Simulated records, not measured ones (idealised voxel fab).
The document below concerns the process module designated voxel ribs on slabs.
Displayed cross-section: cut, width of 270 nm, square cells sized 5 nm.
Square cells in a grid make up a cross-section in this document, and the grid is given as bands, listed from the top down, each one or more rows of cells. Heights first: top, then bottom, in nm. Then materials, left to right, each with a width in nm. "throughout" on a single material: fills the band edge to edge. "air": empty space. For the purposes of this specification, 0 denotes the height below which the wafer in its as-received condition is composed wholly of one material, and the lowermost band, lacking a lower limit, extends downward without end, as expressed in "0 and below". Quick explanation for "30 to 40": the width changes in equal steps down the rows of cells, from the first number in the band's top row to the second number in its bottom row. Take "remains unaltered" at face value: in the step it is given for, the cross-section changed in none of its cells. Look at "Completely enclosed voids" for the closed voids: empty spaces with no open path to the top, sized 8 cells or up. Each is width x height at distance, distance from the left edge, all nm. after a step's settings: what the simulator itself notes on the step. Each step line may optionally specify "overlay nm", which for a step with a mask gives the rightward distance between the mask's planned place and where it lay, a negative value indicating the leftward direction.
## Intended process steps
1 RECEIVE, material Si
2 DIRECTIONAL_DEP, material SiO2, thk nm 20
3 DIRECTIONAL_DEP, material polySi, thk nm 20
4 DIRECTIONAL_DEP, material aC, thk nm 10
5 PATTERN, tone cover, mask id RIB, material resist, width nm 20, thk nm 30, overlay nm 0
6 DIRECTIONAL_ETCH, etch materials aC, depth nm 10
7 STRIP, etch materials resist
8 DIRECTIONAL_ETCH, etch materials polySi, depth nm 15
9 STRIP, etch materials aC
10 PATTERN, tone cover, mask id SLAB, material resist, width nm 60, thk nm 15, overlay nm 0
11 DIRECTIONAL_ETCH, etch materials polySi, depth nm 5
12 STRIP, etch materials resist
13 FILL_DEP, material SiO2, thk nm 25
14 CMP, height nm 55
15 DIRECTIONAL_DEP, material W, thk nm 5
16 PATTERN, tone cover, mask id HEATER, material resist, width nm 30, thk nm 20, overlay nm 0
17 DIRECTIONAL_ETCH, etch materials W, depth nm 5
18 STRIP, etch materials resist
19 CONFORMAL_DEP, material SiN, thk nm 5
## Cross-section of the wafer upon arrival, representing the state reached after step 1
0 and below | Si throughout
Completely enclosed voids: none
## Run as planned - first of the two wafers cross-sectioned at the end of the module
65 down to 60 | 115 nm air, 40 nm SiN, 115 nm air
60 down to 55 | 120 nm SiN, 30 nm W, 120 nm SiN
55 down to 40 | SiO2 throughout
40 down to 25 | 125 nm SiO2, 20 nm polySi, 125 nm SiO2
25 down to 20 | 105 nm SiO2, 60 nm polySi, 105 nm SiO2
20 down to 0 | SiO2 throughout
0 and below | Si throughout
Completely enclosed voids: none
## Cross-sectional view: second of two wafers, end of module; start and plan identical to the first, one mistake in running
60 down to 55 | 120 nm air, 30 nm W, 120 nm air
55 down to 40 | SiO2 throughout
40 down to 25 | 125 nm SiO2, 20 nm polySi, 125 nm SiO2
25 down to 20 | 105 nm SiO2, 60 nm polySi, 105 nm SiO2
20 down to 0 | SiO2 throughout
0 and below | Si throughout
Completely enclosed voids: none
Processing error: plan step 19 skipped
End check, counted in cells, second wafer has more or fewer of these materials than the first: SiN -56
